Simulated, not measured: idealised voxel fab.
This section sets out a process module, namely voxel capacitor over wiring.
Each square cell in cross-section cut measures 5 nm, and the section as a whole is 220 nm wide.
Cross-section = grid of square cells, listed top down in bands; band = one or more rows. A band entry consists of two parts. The first gives the height of the band's top and the height of its bottom, in nm. The rest lists the band's materials from left to right, each with its width in nm. A single material labelled with the word "everywhere" fills the band from edge to edge, and the word "empty" marks empty space. All heights in this document are referenced to 0, defined as the level beneath which the wafer, as received, consists entirely of one material. The lowest band is not bounded below; it extends indefinitely downward and is written in the form "0 down". Think of "30->40" as a width that walks from the first number to the second as you go down the band, top row to bottom row, taking equal-sized steps from row to row. "no modifications" after a step means that no cell of the cross-section changed. "Cavities, sealed" lists enclosed empty spaces (at least 8 cells, no open path upward to the top), each as width x height at distance from the left edge, in nm. Text after the settings on a step's line: the simulator's own remark on that step. A step's line can hold "overlay nm"; with a mask on that step, the setting says how far right of the planned place the mask lay, while a negative setting says it lay to the left. If you're wondering how to read the rest of this, here's the deal. It's pairs of cross-sections: one from before a process step, one from after it. The after one is only drawn as far down as the lowest band that changed. Right under each pair you'll see which step sits between them and what its settings were. Don't read the pairs as one continuous story, though. They can come from different runs of this module on the same starting wafer, and a pair only carries on from the one above it where its entry headed "Pre-process state" says so.
# Pre-process state
	80 to 75: TiN 80 nm; empty 5 nm; TiN 135 nm
	75 to 65: SiO2 75 nm; TiN 5 nm; empty 5 nm; TiN 5 nm; SiO2 130 nm
	65 to 55: SiO2 75->65 nm; TiN 15->60 nm; SiO2 130->95 nm
	55 to 50: SiO2 65 nm; Al2O3 60 nm; SiO2 95 nm
	50 to 45: SiO2 60 nm; TiN 70 nm; SiO2 90 nm
	45 to 35: lowk 65 nm; Ru 15 nm; lowk 140 nm
	35 to 30: SiCN 65 nm; Ru 15 nm; SiCN 140 nm
	30 to 25: W everywhere
	25 to 20: TiN 55 nm; W 20 nm; TiN 65 nm; W 20 nm; TiN 60 nm
	20 to 5: lowk 50 nm; TiN 5 nm; W 20 nm; TiN 5 nm; lowk 55 nm; TiN 5 nm; W 20 nm; TiN 5 nm; lowk 55 nm
	5 to 0: SiCN 50 nm; TiN 30 nm; SiCN 55 nm; TiN 30 nm; SiCN 55 nm
	0 down: Si everywhere
	Cavities, sealed: none
# Step Result
	90 to 80: Cu everywhere
	80 to 75: TiN 80 nm; Cu 5 nm; TiN 135 nm
	75 to 65: SiO2 75 nm; TiN 5 nm; Cu 5 nm; TiN 5 nm; SiO2 130 nm
	At heights below 65, the structure remains unaltered.
	Cavities, sealed: none
Going from the before section above to the after section, the step was FILL_DEP [material Cu] [thk nm 10]
Pre-process state: This step starts from the configuration shown after the step in the pair immediately above.
# Step Result
	75 to 65: SiO2 75 nm; TiN 5 nm; Cu 5 nm; TiN 5 nm; SiO2 130 nm
	At heights below 65, the structure remains unaltered.
	Cavities, sealed: none
Going from the before section above to the after section, the step was CMP [height nm 75]
Pre-process state: This step starts from the configuration shown after the step in the pair immediately above.
# Step Result
	80 to 75: SiN everywhere
	At heights below 75, the structure remains unaltered.
	Cavities, sealed: none
Going from the before section above to the after section, the step was CONFORMAL_DEP [material SiN] [thk nm 5]
# Pre-process state
	45 to 40: lowk 65 nm; empty 15 nm; lowk 140 nm
	40 to 35: lowk 65 nm; Ru 15 nm; lowk 140 nm
	35 to 30: SiCN 65 nm; Ru 15 nm; SiCN 140 nm
	30 to 15: lowk 50 nm; TiN 5 nm; W 20 nm; TiN 5 nm; lowk 55 nm; TiN 5 nm; W 20 nm; TiN 5 nm; lowk 55 nm
	15 to 10: SiCN 50 nm; TiN 30 nm; SiCN 55 nm; TiN 30 nm; SiCN 55 nm
	10 to 0: SiO2 everywhere
	0 down: Si everywhere
	Cavities, sealed: none
# Step Result
	50 to 45: empty 60 nm; Ru 25 nm; empty 135 nm
	45 to 35: lowk 65 nm; Ru 15 nm; lowk 140 nm
	At heights below 35, the structure remains unaltered.
	Cavities, sealed: none
Going from the before section above to the after section, the step was EPI [material Ru] [thk nm 10]
Pre-process state: This step starts from the configuration shown after the step in the pair immediately above.
# Step Result
	55 to 45: empty 55 nm; Ru 35 nm; empty 130 nm
	At heights below 45, the structure remains unaltered.
	Cavities, sealed: none
Going from the before section above to the after section, the step was EPI [material Ru] [thk nm 5]
Pre-process state: This step starts from the configuration shown after the step in the pair immediately above.
# Step Result
	60 to 55: empty 55 nm; TiN 35 nm; empty 130 nm
	55 to 50: empty 55 nm; Ru 35 nm; empty 130 nm
	50 to 45: TiN 55 nm; Ru 35 nm; TiN 130 nm
	At heights below 45, the structure remains unaltered.
	Cavities, sealed: none
Going from the before section above to the after section, the step was DIRECTIONAL_DEP [material TiN] [thk nm 5]
Pre-process state: This step starts from the configuration shown after the step in the pair immediately above.
# Step Result
	65 to 60: empty 55 nm; Al2O3 35 nm; empty 130 nm
	60 to 55: empty 55 nm; TiN 35 nm; empty 130 nm
	55 to 50: Al2O3 55 nm; Ru 35 nm; Al2O3 130 nm
	At heights below 50, the structure remains unaltered.
	Cavities, sealed: none
Going from the before section above to the after section, the step was DIRECTIONAL_DEP [material Al2O3] [thk nm 5]
Pre-process state: This step starts from the configuration shown after the step in the pair immediately above.
# Step Result
	70 to 65: empty 55 nm; TiN 35 nm; empty 130 nm
	65 to 60: empty 55 nm; Al2O3 35 nm; empty 130 nm
	60 to 55: TiN everywhere
	At heights below 55, the structure remains unaltered.
	Cavities, sealed: none
Going from the before section above to the after section, the step was DIRECTIONAL_DEP [material TiN] [thk nm 5]
Pre-process state: This step starts from the configuration shown after the step in the pair immediately above.
# Step Result
	90 to 70: empty 65 nm; resist 60 nm; empty 95 nm
	70 to 65: empty 55 nm; TiN 35 nm; resist 35 nm; empty 95 nm
	65 to 60: empty 55 nm; Al2O3 35 nm; resist 35 nm; empty 95 nm
	At heights below 60, the structure remains unaltered.
	Cavities, sealed: none
Going from the before section above to the after section, the step was PATTERN [tone cover] [mask id UPPER_PLATE] [material resist] [width nm 60] [thk nm 20] [overlay nm 0]
Pre-process state: This step starts from the configuration shown after the step in the pair immediately above.
# Step Result
	90 to 70: empty 65 nm; resist 60 nm; empty 95 nm
	70 to 65: empty 65 nm; TiN 25 nm; resist 35 nm; empty 95 nm
	65 to 60: empty 55 nm; Al2O3 35 nm; resist 35 nm; empty 95 nm
	60 to 55: empty 55 nm; TiN 70 nm; empty 95 nm
	At heights below 55, the structure remains unaltered.
	Cavities, sealed: none
Going from the before section above to the after section, the step was DIRECTIONAL_ETCH [etch materials TiN] [depth nm 5]
Pre-process state: This step starts from the configuration shown after the step in the pair immediately above.
# Step Result
	90 to 70: empty 65 nm; resist 60 nm; empty 95 nm
	70 to 65: empty 65 nm; TiN 25 nm; resist 35 nm; empty 95 nm
	65 to 60: empty 65 nm; Al2O3 25 nm; resist 35 nm; empty 95 nm
	60 to 55: empty 55 nm; TiN 70 nm; empty 95 nm
	55 to 50: empty 55 nm; Ru 35 nm; Al2O3 35 nm; empty 95 nm
	At heights below 50, the structure remains unaltered.
	Cavities, sealed: none
Going from the before section above to the after section, the step was DIRECTIONAL_ETCH [etch materials Al2O3] [depth nm 5]
Pre-process state: This step starts from the configuration shown after the step in the pair immediately above.
# Step Result
	70 to 65: empty 65 nm; TiN 25 nm; empty 130 nm
	65 to 60: empty 65 nm; Al2O3 25 nm; empty 130 nm
	At heights below 60, the structure remains unaltered.
	Cavities, sealed: none
Going from the before section above to the after section, the step was STRIP [etch materials resist]
Pre-process state: This step starts from the configuration shown after the step in the pair immediately above.
# Step Result
	85 to 75: empty 65 nm; aC 25 nm; empty 130 nm
	75 to 70: empty 55 nm; aC 70 nm; empty 95 nm
	70 to 65: empty 55 nm; aC 10 nm; TiN 25 nm; aC 35 nm; empty 95 nm
	65 to 60: aC 65 nm; Al2O3 25 nm; aC 130 nm
	60 to 55: aC 55 nm; TiN 70 nm; aC 95 nm
	55 to 50: aC 55 nm; Ru 35 nm; Al2O3 35 nm; aC 95 nm
	At heights below 50, the structure remains unaltered.
	Cavities, sealed: none
Going from the before section above to the after section, the step was DIRECTIONAL_DEP [material aC] [thk nm 15]
Pre-process state: This step starts from the configuration shown after the step in the pair immediately above.
# Step Result
	115 to 85: empty 60 nm; resist 70 nm; empty 90 nm
	85 to 75: empty 60 nm; resist 5 nm; aC 25 nm; resist 40 nm; empty 90 nm
	75 to 70: empty 55 nm; aC 70 nm; resist 5 nm; empty 90 nm
	70 to 65: empty 55 nm; aC 10 nm; TiN 25 nm; aC 35 nm; resist 5 nm; empty 90 nm
	At heights below 65, the structure remains unaltered.
	Cavities, sealed: none
Going from the before section above to the after section, the step was PATTERN [tone cover] [mask id LOWER_PLATE] [material resist] [width nm 70] [thk nm 30] [overlay nm 0]
Pre-process state: This step starts from the configuration shown after the step in the pair immediately above.
# Step Result
	100 to 85: empty 60 nm; resist 70 nm; empty 90 nm
	85 to 75: empty 60 nm; resist 5 nm; aC 25 nm; resist 40 nm; empty 90 nm
	75 to 70: empty 60 nm; aC 65 nm; resist 5 nm; empty 90 nm
	70 to 65: empty 60 nm; aC 5 nm; TiN 25 nm; aC 35 nm; resist 5 nm; empty 90 nm
	65 to 60: empty 60 nm; aC 5 nm; Al2O3 25 nm; aC 40 nm; empty 90 nm
	60 to 55: empty 55 nm; TiN 70 nm; aC 5 nm; empty 90 nm
	55 to 50: empty 55 nm; Ru 35 nm; Al2O3 35 nm; aC 5 nm; empty 90 nm
	At heights below 50, the structure remains unaltered.
	Cavities, sealed: none
Going from the before section above to the after section, the step was DIRECTIONAL_ETCH [etch materials aC] [depth nm 15]
Pre-process state: This step starts from the configuration shown after the step in the pair immediately above.
# Step Result
	85 to 75: empty 65 nm; aC 25 nm; empty 130 nm
	75 to 70: empty 60 nm; aC 65 nm; empty 95 nm
	70 to 65: empty 60 nm; aC 5 nm; TiN 25 nm; aC 35 nm; empty 95 nm
	At heights below 65, the structure remains unaltered.
	Cavities, sealed: none
Going from the before section above to the after section, the step was STRIP [etch materials resist]
Pre-process state: This step starts from the configuration shown after the step in the pair immediately above.
# Step Result
	85 to 75: empty 65 nm; aC 25 nm; empty 130 nm
	75 to 70: empty 60 nm; aC 65 nm; empty 95 nm
	70 to 65: empty 60 nm; aC 5 nm; TiN 25 nm; aC 35 nm; empty 95 nm
	65 to 60: empty 60 nm; aC 5 nm; Al2O3 25 nm; aC 40 nm; empty 90 nm
	60 to 55: empty 60 nm; TiN 65 nm; aC 5 nm; empty 90 nm
	55 to 50: empty 55 nm; Ru 35 nm; Al2O3 35 nm; aC 5 nm; empty 90 nm
	50 to 45: empty 55 nm; Ru 35 nm; TiN 40 nm; empty 90 nm
	At heights below 45, the structure remains unaltered.
	Cavities, sealed: none
Going from the before section above to the after section, the step was DIRECTIONAL_ETCH [etch materials TiN] [depth nm 5]
Pre-process state: This step starts from the configuration shown after the step in the pair immediately above.
# Step Result
	70 to 65: empty 65 nm; TiN 25 nm; empty 130 nm
	65 to 60: empty 65 nm; Al2O3 25 nm; empty 130 nm
	60 to 55: empty 60 nm; TiN 65 nm; empty 95 nm
	55 to 50: empty 55 nm; Ru 35 nm; Al2O3 35 nm; empty 95 nm
	At heights below 50, the structure remains unaltered.
	Cavities, sealed: none
Going from the before section above to the after section, the step was STRIP [etch materials aC]
Pre-process state: This step starts from the configuration shown after the step in the pair immediately above.
# Step Result
	90 to 70: SiO2 everywhere
	70 to 65: SiO2 65 nm; TiN 25 nm; SiO2 130 nm
	65 to 60: SiO2 65 nm; Al2O3 25 nm; SiO2 130 nm
	60 to 55: SiO2 60 nm; TiN 65 nm; SiO2 95 nm
	55 to 50: SiO2 55 nm; Ru 35 nm; Al2O3 35 nm; SiO2 95 nm
	50 to 45: SiO2 55 nm; Ru 35 nm; TiN 40 nm; SiO2 90 nm
	At heights below 45, the structure remains unaltered.
	Cavities, sealed: none
Going from the before section above to the after section, the step was FILL_DEP [material SiO2] [thk nm 20]
Pre-process state: This step starts from the configuration shown after the step in the pair immediately above.
# Step Result
	75 to 70: SiO2 everywhere
	At heights below 70, the structure remains unaltered.
	Cavities, sealed: none
Going from the before section above to the after section, the step was CMP [height nm 75]
Pre-process state: This step starts from the configuration shown after the step in the pair immediately above.
# Step Result
	90 to 75: resist 75 nm; empty 15 nm; resist 130 nm
	At heights below 75, the structure remains unaltered.
	Cavities, sealed: none
Going from the before section above to the after section, the step was PATTERN [tone open] [mask id PLUG_2] [material resist] [width nm 15] [thk nm 15] [overlay nm 0]
Pre-process state: This step starts from the configuration shown after the step in the pair immediately above.
# Step Result
	90 to 75: resist 75 nm; empty 15 nm; resist 130 nm
	75 to 70: SiO2 75 nm; empty 15 nm; SiO2 130 nm
	At heights below 70, the structure remains unaltered.
	Cavities, sealed: none
Going from the before section above to the after section, the step was DIRECTIONAL_ETCH [etch materials SiO2] [depth nm 15]
Pre-process state: This step starts from the configuration shown after the step in the pair immediately above.
# Step Result
	75 to 70: SiO2 75 nm; empty 15 nm; SiO2 130 nm
	At heights below 70, the structure remains unaltered.
	Cavities, sealed: none
Going from the before section above to the after section, the step was STRIP [etch materials resist]
Pre-process state: This step starts from the configuration shown after the step in the pair immediately above.
# Step Result
	80 to 75: TiN 80 nm; empty 5 nm; TiN 135 nm
	75 to 65: SiO2 75->65 nm; TiN 15->25 nm; SiO2 130 nm
	At heights below 65, the structure remains unaltered.
	Cavities, sealed: none
Going from the before section above to the after section, the step was CONFORMAL_DEP [material TiN] [thk nm 5]
Pre-process state: This step starts from the configuration shown after the step in the pair immediately above.
# Step Result
	90 to 80: Cu everywhere
	80 to 75: TiN 80 nm; Cu 5 nm; TiN 135 nm
	At heights below 75, the structure remains unaltered.
	Cavities, sealed: none
Going from the before section above to the after section, the step was FILL_DEP [material Cu] [thk nm 10]
Pre-process state: This step starts from the configuration shown after the step in the pair immediately above.
# Step Result
	75 to 65: SiO2 75->65 nm; TiN 15->25 nm; SiO2 130 nm
	At heights below 65, the structure remains unaltered.
	Cavities, sealed: none
Going from the before section above to the after section, the step was CMP [height nm 75]
Pre-process state: This step starts from the configuration shown after the step in the pair immediately above.
# Step Result
	80 to 75: SiN everywhere
	At heights below 75, the structure remains unaltered.
	Cavities, sealed: none
Going from the before section above to the after section, the step was CONFORMAL_DEP [material SiN] [thk nm 5]
# Pre-process state
	45 to 40: lowk 65 nm; empty 15 nm; lowk 140 nm
	40 to 35: lowk 65 nm; Ru 15 nm; lowk 140 nm
	35 to 30: SiCN 65 nm; Ru 15 nm; SiCN 140 nm
	30 to 15: lowk 50 nm; TiN 5 nm; W 20 nm; TiN 5 nm; lowk 55 nm; TiN 5 nm; W 20 nm; TiN 5 nm; lowk 55 nm
	15 to 10: SiCN 50 nm; TiN 30 nm; SiCN 55 nm; TiN 30 nm; SiCN 55 nm
	10 to 0: SiO2 everywhere
	0 down: Si everywhere
	Cavities, sealed: none
# Step Result
	50 to 45: TiN 65 nm; empty 15 nm; TiN 140 nm
	45 to 40: lowk 65 nm; TiN 15 nm; lowk 140 nm
	At heights below 40, the structure remains unaltered.
	Cavities, sealed: none
Going from the before section above to the after section, the step was DIRECTIONAL_DEP [material TiN] [thk nm 5]
Pre-process state: This step starts from the configuration shown after the step in the pair immediately above.
# Step Result
	55 to 50: Ru 70 nm; empty 5 nm; Ru 145 nm
	50 to 45: TiN 65 nm; Ru 15 nm; TiN 140 nm
	At heights below 45, the structure remains unaltered.
	Cavities, sealed: none
Going from the before section above to the after section, the step was EPI [material Ru] [thk nm 5]
Pre-process state: This step starts from the configuration shown after the step in the pair immediately above.
# Step Result
	60 to 55: Al2O3 70 nm; empty 5 nm; Al2O3 145 nm
	55 to 50: Ru 70 nm; Al2O3 5 nm; Ru 145 nm
	At heights below 50, the structure remains unaltered.
	Cavities, sealed: none
Going from the before section above to the after section, the step was DIRECTIONAL_DEP [material Al2O3] [thk nm 5]
Pre-process state: This step starts from the configuration shown after the step in the pair immediately above.
# Step Result
	65 to 60: TiN 70 nm; empty 5 nm; TiN 145 nm
	60 to 55: Al2O3 70 nm; TiN 5 nm; Al2O3 145 nm
	At heights below 55, the structure remains unaltered.
	Cavities, sealed: none
Going from the before section above to the after section, the step was DIRECTIONAL_DEP [material TiN] [thk nm 5]
Pre-process state: This step starts from the configuration shown after the step in the pair immediately above.
# Step Result
	85 to 65: empty 65 nm; resist 60 nm; empty 95 nm
	65 to 60: TiN 70 nm; resist 5 nm; TiN 145 nm
	At heights below 60, the structure remains unaltered.
	Cavities, sealed: none
Going from the before section above to the after section, the step was PATTERN [tone cover] [mask id UPPER_PLATE] [material resist] [width nm 60] [thk nm 20] [overlay nm 0]
Pre-process state: This step starts from the configuration shown after the step in the pair immediately above.
# Step Result
	85 to 65: empty 65 nm; resist 60 nm; empty 95 nm
	65 to 60: empty 65 nm; TiN 5 nm; resist 5 nm; TiN 50 nm; empty 95 nm
	At heights below 60, the structure remains unaltered.
	Cavities, sealed: none
Going from the before section above to the after section, the step was DIRECTIONAL_ETCH [etch materials TiN] [depth nm 5]
Pre-process state: This step starts from the configuration shown after the step in the pair immediately above.
# Step Result
	85 to 65: empty 65 nm; resist 60 nm; empty 95 nm
	65 to 60: empty 65 nm; TiN 5 nm; resist 5 nm; TiN 50 nm; empty 95 nm
	60 to 55: empty 65 nm; Al2O3 5 nm; TiN 5 nm; Al2O3 50 nm; empty 95 nm
	At heights below 55, the structure remains unaltered.
	Cavities, sealed: none
Going from the before section above to the after section, the step was DIRECTIONAL_ETCH [etch materials Al2O3] [depth nm 5]
Pre-process state: This step starts from the configuration shown after the step in the pair immediately above.
# Step Result
	65 to 60: empty 65 nm; TiN 5 nm; empty 5 nm; TiN 50 nm; empty 95 nm
	At heights below 60, the structure remains unaltered.
	Cavities, sealed: none
Going from the before section above to the after section, the step was STRIP [etch materials resist]
Pre-process state: This step starts from the configuration shown after the step in the pair immediately above.
# Step Result
	80 to 75: empty 65 nm; aC 5 nm; empty 5 nm; aC 50 nm; empty 95 nm
	75 to 70: empty 65 nm; aC 60 nm; empty 95 nm
	70 to 65: aC everywhere
	65 to 60: aC 65 nm; TiN 5 nm; aC 5 nm; TiN 50 nm; aC 95 nm
	60 to 55: aC 65 nm; Al2O3 5 nm; TiN 5 nm; Al2O3 50 nm; aC 95 nm
	At heights below 55, the structure remains unaltered.
	Cavities, sealed: none
Going from the before section above to the after section, the step was DIRECTIONAL_DEP [material aC] [thk nm 15]
Pre-process state: This step starts from the configuration shown after the step in the pair immediately above.
# Step Result
	110 to 80: empty 60 nm; resist 70 nm; empty 90 nm
	80 to 75: empty 60 nm; resist 5 nm; aC 5 nm; resist 5 nm; aC 50 nm; resist 5 nm; empty 90 nm
	75 to 70: empty 60 nm; resist 5 nm; aC 60 nm; resist 5 nm; empty 90 nm
	At heights below 70, the structure remains unaltered.
	Cavities, sealed: none
Going from the before section above to the after section, the step was PATTERN [tone cover] [mask id LOWER_PLATE] [material resist] [width nm 70] [thk nm 30] [overlay nm 0]
Pre-process state: This step starts from the configuration shown after the step in the pair immediately above.
# Step Result
	95 to 80: empty 60 nm; resist 70 nm; empty 90 nm
	80 to 75: empty 60 nm; resist 5 nm; aC 5 nm; resist 5 nm; aC 50 nm; resist 5 nm; empty 90 nm
	75 to 70: empty 60 nm; resist 5 nm; aC 60 nm; resist 5 nm; empty 90 nm
	70 to 65: empty 60 nm; aC 70 nm; empty 90 nm
	65 to 60: empty 60 nm; aC 5 nm; TiN 5 nm; aC 5 nm; TiN 50 nm; aC 5 nm; empty 90 nm
	60 to 55: empty 60 nm; aC 5 nm; Al2O3 5 nm; TiN 5 nm; Al2O3 50 nm; aC 5 nm; empty 90 nm
	At heights below 55, the structure remains unaltered.
	Cavities, sealed: none
Going from the before section above to the after section, the step was DIRECTIONAL_ETCH [etch materials aC] [depth nm 15]
Pre-process state: This step starts from the configuration shown after the step in the pair immediately above.
# Step Result
	80 to 75: empty 65 nm; aC 5 nm; empty 5 nm; aC 50 nm; empty 95 nm
	75 to 65: empty 65->60 nm; aC 60->70 nm; empty 95->90 nm
	At heights below 65, the structure remains unaltered.
	Cavities, sealed: none
Going from the before section above to the after section, the step was STRIP [etch materials resist]
Pre-process state: This step starts from the configuration shown after the step in the pair immediately above.
# Step Result
	65 to 60: empty 65 nm; TiN 5 nm; empty 5 nm; TiN 50 nm; empty 95 nm
	60 to 55: empty 65 nm; Al2O3 5 nm; TiN 5 nm; Al2O3 50 nm; empty 95 nm
	At heights below 55, the structure remains unaltered.
	Cavities, sealed: none
Going from the before section above to the after section, the step was STRIP [etch materials aC]
Pre-process state: This step starts from the configuration shown after the step in the pair immediately above.
# Step Result
	85 to 65: SiO2 everywhere
	65 to 60: SiO2 65 nm; TiN 5 nm; SiO2 5 nm; TiN 50 nm; SiO2 95 nm
	60 to 55: SiO2 65 nm; Al2O3 5 nm; TiN 5 nm; Al2O3 50 nm; SiO2 95 nm
	At heights below 55, the structure remains unaltered.
	Cavities, sealed: none
Going from the before section above to the after section, the step was FILL_DEP [material SiO2] [thk nm 20]
Pre-process state: This step starts from the configuration shown after the step in the pair immediately above.
# Step Result
	75 to 65: SiO2 everywhere
	At heights below 65, the structure remains unaltered.
	Cavities, sealed: none
Going from the before section above to the after section, the step was CMP [height nm 75]
Pre-process state: This step starts from the configuration shown after the step in the pair immediately above.
# Step Result
	90 to 75: resist 75 nm; empty 15 nm; resist 130 nm
	At heights below 75, the structure remains unaltered.
	Cavities, sealed: none
Going from the before section above to the after section, the step was PATTERN [tone open] [mask id PLUG_2] [material resist] [width nm 15] [thk nm 15] [overlay nm 0]
Pre-process state: This step starts from the configuration shown after the step in the pair immediately above.
# Step Result
	90 to 75: resist 75 nm; empty 15 nm; resist 130 nm
	75 to 65: SiO2 75 nm; empty 15 nm; SiO2 130 nm
	At heights below 65, the structure remains unaltered.
	Cavities, sealed: none
Going from the before section above to the after section, the step was DIRECTIONAL_ETCH [etch materials SiO2] [depth nm 15]
Pre-process state: This step starts from the configuration shown after the step in the pair immediately above.
# Step Result
	75 to 65: SiO2 75 nm; empty 15 nm; SiO2 130 nm
	At heights below 65, the structure remains unaltered.
	Cavities, sealed: none
Going from the before section above to the after section, the step was STRIP [etch materials resist]
Pre-process state: This step starts from the configuration shown after the step in the pair immediately above.
# Step Result
	80 to 75: TiN 80 nm; empty 5 nm; TiN 135 nm
	75 to 70: SiO2 75 nm; TiN 5 nm; empty 5 nm; TiN 5 nm; SiO2 130 nm
	70 to 65: SiO2 75 nm; TiN 15 nm; SiO2 130 nm
	At heights below 65, the structure remains unaltered.
	Cavities, sealed: none
Going from the before section above to the after section, the step was CONFORMAL_DEP [material TiN] [thk nm 5]
Pre-process state: This step starts from the configuration shown after the step in the pair immediately above.
# Step Result
	90 to 80: Cu everywhere
	80 to 75: TiN 80 nm; Cu 5 nm; TiN 135 nm
	75 to 70: SiO2 75 nm; TiN 5 nm; Cu 5 nm; TiN 5 nm; SiO2 130 nm
	At heights below 70, the structure remains unaltered.
	Cavities, sealed: none
Going from the before section above to the after section, the step was FILL_DEP [material Cu] [thk nm 10]
Pre-process state: This step starts from the configuration shown after the step in the pair immediately above.
# Step Result
	75 to 70: SiO2 75 nm; TiN 5 nm; Cu 5 nm; TiN 5 nm; SiO2 130 nm
	At heights below 70, the structure remains unaltered.
	Cavities, sealed: none
Going from the before section above to the after section, the step was CMP [height nm 75]
Pre-process state: This step starts from the configuration shown after the step in the pair immediately above.
# Step Result
	80 to 75: SiN everywhere
	At heights below 75, the structure remains unaltered.
	Cavities, sealed: none
Going from the before section above to the after section, the step was CONFORMAL_DEP [material SiN] [thk nm 5]
# Pre-process state
	45 to 35: W everywhere
	35 to 30: TiN 55 nm; W 20 nm; TiN 65 nm; W 20 nm; TiN 60 nm
	30 to 15: lowk 50 nm; TiN 5 nm; W 20 nm; TiN 5 nm; lowk 55 nm; TiN 5 nm; W 20 nm; TiN 5 nm; lowk 55 nm
	15 to 10: SiCN 50 nm; TiN 30 nm; SiCN 55 nm; TiN 30 nm; SiCN 55 nm
	10 to 0: SiO2 everywhere
	0 down: Si everywhere
	Cavities, sealed: none
# Step Result
	40 to 35: W everywhere
	At heights below 35, the structure remains unaltered.
	Cavities, sealed: none
Going from the before section above to the after section, the step was CMP [height nm 40]
Pre-process state: This step starts from the configuration shown after the step in the pair immediately above.
# Step Result
	45 to 40: SiCN everywhere
	At heights below 40, the structure remains unaltered.
	Cavities, sealed: none
Going from the before section above to the after section, the step was CONFORMAL_DEP [material SiCN] [thk nm 5]
Pre-process state: This step starts from the configuration shown after the step in the pair immediately above.
# Step Result
	55 to 45: lowk everywhere
	At heights below 45, the structure remains unaltered.
	Cavities, sealed: none
Going from the before section above to the after section, the step was DIRECTIONAL_DEP [material lowk] [thk nm 10]
Pre-process state: This step starts from the configuration shown after the step in the pair immediately above.
# Step Result
	70 to 55: aC everywhere
	At heights below 55, the structure remains unaltered.
	Cavities, sealed: none
Going from the before section above to the after section, the step was DIRECTIONAL_DEP [material aC] [thk nm 15]
Pre-process state: This step starts from the configuration shown after the step in the pair immediately above.
# Step Result
	100 to 70: resist 65 nm; empty 15 nm; resist 140 nm
	At heights below 70, the structure remains unaltered.
	Cavities, sealed: none
Going from the before section above to the after section, the step was PATTERN [tone open] [mask id PLUG_1] [material resist] [width nm 15] [thk nm 30] [overlay nm 0]
Pre-process state: This step starts from the configuration shown after the step in the pair immediately above.
# Step Result
	85 to 70: resist 65 nm; empty 15 nm; resist 140 nm
	70 to 55: aC 65 nm; empty 15 nm; aC 140 nm
	At heights below 55, the structure remains unaltered.
	Cavities, sealed: none
Going from the before section above to the after section, the step was DIRECTIONAL_ETCH [etch materials aC] [depth nm 15]
Pre-process state: This step starts from the configuration shown after the step in the pair immediately above.
# Step Result
	70 to 55: aC 65 nm; empty 15 nm; aC 140 nm
	At heights below 55, the structure remains unaltered.
	Cavities, sealed: none
Going from the before section above to the after section, the step was STRIP [etch materials resist]
Pre-process state: This step starts from the configuration shown after the step in the pair immediately above.
# Step Result
	70 to 55: aC 65 nm; empty 15 nm; aC 140 nm
	55 to 45: lowk 65 nm; empty 15 nm; lowk 140 nm
	At heights below 45, the structure remains unaltered.
	Cavities, sealed: none
Going from the before section above to the after section, the step was DIRECTIONAL_ETCH [etch materials lowk] [depth nm 10]
Pre-process state: This step starts from the configuration shown after the step in the pair immediately above.
# Step Result
	70 to 55: aC 65 nm; empty 15 nm; aC 140 nm
	55 to 45: lowk 65 nm; empty 15 nm; lowk 140 nm
	45 to 40: SiCN 65 nm; empty 15 nm; SiCN 140 nm
	At heights below 40, the structure remains unaltered.
	Cavities, sealed: none
Going from the before section above to the after section, the step was DIRECTIONAL_ETCH [etch materials SiCN] [depth nm 5]
Pre-process state: This step starts from the configuration shown after the step in the pair immediately above.
# Step Result
	55 to 45: lowk 65 nm; empty 15 nm; lowk 140 nm
	At heights below 45, the structure remains unaltered.
	Cavities, sealed: none
Going from the before section above to the after section, the step was STRIP [etch materials aC]
Pre-process state: This step starts from the configuration shown after the step in the pair immediately above.
# Step Result
	55 to 50: lowk 65 nm; empty 15 nm; lowk 140 nm
	50 to 45: lowk 65 nm; Ru 15 nm; lowk 140 nm
	45 to 40: SiCN 65 nm; Ru 15 nm; SiCN 140 nm
	At heights below 40, the structure remains unaltered.
	Cavities, sealed: none
Going from the before section above to the after section, the step was EPI [material Ru] [thk nm 10]
Pre-process state: This step starts from the configuration shown after the step in the pair immediately above.
# Step Result
	55 to 45: lowk 65 nm; Ru 15 nm; lowk 140 nm
	At heights below 45, the structure remains unaltered.
	Cavities, sealed: none
Going from the before section above to the after section, the step was EPI [material Ru] [thk nm 5]
Pre-process state: This step starts from the configuration shown after the step in the pair immediately above.
# Step Result
	60 to 55: TiN everywhere
	At heights below 55, the structure remains unaltered.
	Cavities, sealed: none
Going from the before section above to the after section, the step was DIRECTIONAL_DEP [material TiN] [thk nm 5]
Pre-process state: This step starts from the configuration shown after the step in the pair immediately above.
# Step Result
	65 to 60: Al2O3 everywhere
	At heights below 60, the structure remains unaltered.
	Cavities, sealed: none
Going from the before section above to the after section, the step was DIRECTIONAL_DEP [material Al2O3] [thk nm 5]
Pre-process state: This step starts from the configuration shown after the step in the pair immediately above.
# Step Result
	70 to 65: TiN everywhere
	At heights below 65, the structure remains unaltered.
	Cavities, sealed: none
Going from the before section above to the after section, the step was DIRECTIONAL_DEP [material TiN] [thk nm 5]
Pre-process state: This step starts from the configuration shown after the step in the pair immediately above.
# Step Result
	90 to 70: empty 65 nm; resist 60 nm; empty 95 nm
	At heights below 70, the structure remains unaltered.
	Cavities, sealed: none
Going from the before section above to the after section, the step was PATTERN [tone cover] [mask id UPPER_PLATE] [material resist] [width nm 60] [thk nm 20] [overlay nm 0]
Pre-process state: This step starts from the configuration shown after the step in the pair immediately above.
# Step Result
	90 to 70: empty 65 nm; resist 60 nm; empty 95 nm
	70 to 65: empty 65 nm; TiN 60 nm; empty 95 nm
	At heights below 65, the structure remains unaltered.
	Cavities, sealed: none
Going from the before section above to the after section, the step was DIRECTIONAL_ETCH [etch materials TiN] [depth nm 5]
Pre-process state: This step starts from the configuration shown after the step in the pair immediately above.
# Step Result
	90 to 70: empty 65 nm; resist 60 nm; empty 95 nm
	70 to 65: empty 65 nm; TiN 60 nm; empty 95 nm
	65 to 60: empty 65 nm; Al2O3 60 nm; empty 95 nm
	At heights below 60, the structure remains unaltered.
	Cavities, sealed: none
Going from the before section above to the after section, the step was DIRECTIONAL_ETCH [etch materials Al2O3] [depth nm 5]
Pre-process state: This step starts from the configuration shown after the step in the pair immediately above.
# Step Result
	70 to 65: empty 65 nm; TiN 60 nm; empty 95 nm
	At heights below 65, the structure remains unaltered.
	Cavities, sealed: none
Going from the before section above to the after section, the step was STRIP [etch materials resist]
Pre-process state: This step starts from the configuration shown after the step in the pair immediately above.
# Step Result
	85 to 75: empty 65 nm; aC 60 nm; empty 95 nm
	75 to 70: aC everywhere
	70 to 65: aC 65 nm; TiN 60 nm; aC 95 nm
	65 to 60: aC 65 nm; Al2O3 60 nm; aC 95 nm
	At heights below 60, the structure remains unaltered.
	Cavities, sealed: none
Going from the before section above to the after section, the step was DIRECTIONAL_DEP [material aC] [thk nm 15]
